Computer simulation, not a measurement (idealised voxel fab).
The process module presented herein is designated voxel wiring stack.
170 nm wide, 5 nm square cells: that's cross-section cut.
Cross-section layout: square cells on a grid; listed as bands, top to bottom; a band spans one or more cell rows. Heights first: top, then bottom, in nm. Then materials, left to right, each with a width in nm. "edge to edge" on a single material: fills the band edge to edge. "empty": empty space. Height datum 0, below which the as-received substrate wafer is one material. Lowest band open at the bottom, running downward: "0 and below". A width such as "30->40" changes by the same amount from each row of cells to the next, from the band's top row to its bottom row. Step note "nothing altered" = no cross-section cell changed. Heads up: "Closed void catalog" only lists the empty pockets with no open path to the top that are 8 cells or more, and it writes them as width x height at distance, distance from the left edge, in nm. On a step's line, text after the settings is the simulator commenting on that step. On any step carrying a mask, the "overlay nm" setting, if present on the step's line, tells how far right of its planned place the mask lay; negative values point to the left.

-- The steps planned for the process are as follows
1. RECEIVE with material Si
2. CONFORMAL_DEP with material SiO2, thk nm 10
3. DIRECTIONAL_DEP with material TiN, thk nm 5
4. DIRECTIONAL_DEP with material Ru, thk nm 25
5. PATTERN with tone cover, mask id METAL_1, material resist, width nm 20, pitch nm 45, thk nm 20, overlay nm 0
6. DIRECTIONAL_ETCH with etch materials Ru, depth nm 25
7. DIRECTIONAL_ETCH with etch materials TiN, depth nm 5
8. STRIP with etch materials resist
9. CONFORMAL_DEP with material SiN, thk nm 5
10. FILL_DEP with material lowk, thk nm 10
11. CMP with height nm 40
12. CONFORMAL_DEP with material SiCN, thk nm 5
13. DIRECTIONAL_DEP with material SiO2, thk nm 10
14. DIRECTIONAL_DEP with material aC, thk nm 10
15. PATTERN with tone open, mask id PLUG_1, material resist, width nm 15, pitch nm 45, thk nm 30, overlay nm 0
16. DIRECTIONAL_ETCH with etch materials aC, depth nm 10
17. STRIP with etch materials resist
18. DIRECTIONAL_ETCH with etch materials SiO2, depth nm 10
19. DIRECTIONAL_ETCH with etch materials SiCN, depth nm 5
20. STRIP with etch materials aC
21. CONFORMAL_DEP with material TiN, thk nm 5
22. FILL_DEP with material Cu, thk nm 5
23. CMP with height nm 55
24. DIRECTIONAL_DEP with material TiN, thk nm 5
25. DIRECTIONAL_DEP with material Ru, thk nm 20
26. PATTERN with tone cover, mask id METAL_2, material resist, width nm 20, pitch nm 45, thk nm 15, overlay nm 0
27. DIRECTIONAL_ETCH with etch materials Ru, depth nm 20
28. DIRECTIONAL_ETCH with etch materials TiN, depth nm 5
29. STRIP with etch materials resist
30. FILL_DEP with material lowk, thk nm 5
31. CMP with height nm 80
32. CONFORMAL_DEP with material SiCN, thk nm 5

-- Cross-section of the wafer as it came to us, i.e., already through step 1
> 0 and below  Si edge to edge
> Closed void catalog: none

-- First of two wafers at the end of the module, shown in cross-section; run carried out as planned
> 85 down to 80  SiCN edge to edge
> 80 down to 60  50 lowk, then 20 Ru, then 25 lowk, then 20 Ru, then 55 lowk
> 60 down to 55  50 lowk, then 20 TiN, then 25 lowk, then 20 TiN, then 55 lowk
> 55 down to 45  50 SiO2, then 5 TiN, then 5 Cu, then 5 TiN, then 30 SiO2, then 5 TiN, then 5 Cu, then 5 TiN, then 60 SiO2
> 45 down to 40  50 SiCN, then 15 TiN, then 30 SiCN, then 15 TiN, then 60 SiCN
> 40 down to 15  45 lowk, then 5 SiN, then 20 Ru, then 5 SiN, then 15 lowk, then 5 SiN, then 20 Ru, then 5 SiN, then 50 lowk
> 15 down to 10  50 SiN, then 20 TiN, then 25 SiN, then 20 TiN, then 55 SiN
> 10 down to 0  SiO2 edge to edge
> 0 and below  Si edge to edge
> Closed void catalog: none

-- Wafer two, end of module, cross-section. Same start, same plan as wafer one. One mistake in the run
> 85 down to 80  SiCN edge to edge
> 80 down to 60  50 lowk, then 20 Ru, then 25 lowk, then 20 Ru, then 55 lowk
> 60 down to 55  50 lowk, then 20 TiN, then 25 lowk, then 20 TiN, then 55 lowk
> 55 down to 45  50 SiO2, then 5 TiN, then 5 Cu, then 5 TiN, then 30 SiO2, then 5 TiN, then 5 Cu, then 5 TiN, then 60 SiO2
> 45 down to 40  50 SiCN, then 15 TiN, then 30 SiCN, then 15 TiN, then 60 SiCN
> 40 down to 15  50 lowk, then 5 SiN, then 15 Ru, then 5 SiN, then 20 lowk, then 5 SiN, then 15 Ru, then 5 SiN, then 50 lowk
> 15 down to 10  55 SiN, then 15 TiN, then 30 SiN, then 15 TiN, then 55 SiN
> 10 down to 0  SiO2 edge to edge
> 0 and below  Si edge to edge
> Closed void catalog: none
Which mistake was made when the wafer was run? step 5 was processed under conditions differing from the plan, specifically as PATTERN with tone cover, mask id METAL_1, material resist, width nm 15, pitch nm 45, thk nm 20, overlay nm 0
The second wafer ends with more or fewer cells of some materials than the first, per final count: -10 Ru, +2 SiN, -2 TiN, +10 lowk
